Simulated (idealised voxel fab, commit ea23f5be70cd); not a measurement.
process module | voxel released beams
cross-section cut | 205 nm wide | cells 5 nm
A cross-section is a grid of square cells, given in bands from the top down. A band is one or more rows of cells.
Each band's line starts with the height of the band's top and of its bottom, in nm. Then come its materials from left to right, each with its width in nm. One material with "throughout" fills the band from edge to edge. "air" is empty space.
Height 0 is the level under which the wafer as received is all one material. The lowest band goes on downwards, as in "0 down".
A width such as "30 to 40" changes by the same amount from each row of cells to the next, from the band's top row to its bottom row.
"no change" after a step means that no cell of the cross-section changed.
closed voids: empty space of 8 cells or more with no open way to the top, each as width x height at its distance from the left edge, in nm
after a step's settings: what the simulator itself notes on the step
overlay nm, on a step with a mask: how far to the right of its planned place the mask lay; to the left if negative
plan
1 op RECEIVE | material Si
2 op CONFORMAL_DEP | material Al2O3 | thk nm 10
3 op DIRECTIONAL_DEP | material SiO2 | thk nm 15
4 op PATTERN | tone open | mask id ANCHOR | material resist | width nm 35 | thk nm 20 | overlay nm 0
5 op DIRECTIONAL_ETCH | etch materials SiO2 | depth nm 15
6 op STRIP | etch materials resist
7 op CONFORMAL_DEP | material polySi | thk nm 10
8 op DIRECTIONAL_DEP | material aC | thk nm 10
9 op PATTERN | tone cover | mask id BEAM | material resist | width nm 100 | thk nm 30 | overlay nm 0
10 op DIRECTIONAL_ETCH | etch materials aC | depth nm 10
11 op STRIP | etch materials resist
12 op DIRECTIONAL_ETCH | etch materials polySi | depth nm 10
13 op STRIP | etch materials aC
14 op STRIP | etch materials SiO2
as received, after step 1
  0 down: Si throughout
  closed voids: none
a wafer at the end: this start, this plan, one mistake
  35 to 25: air 50 | polySi 15 | air 15 | polySi 70 | air 55
  25 to 20: air 55 | polySi 10 | air 15 | polySi 10 | air 115
  20 to 10: air 55 | polySi 35 | air 115
  10 to 0: polySi throughout
  0 down: Si throughout
  closed voids: none
what went wrong: step 2 ran as: op CONFORMAL_DEP | material polySi | thk nm 10
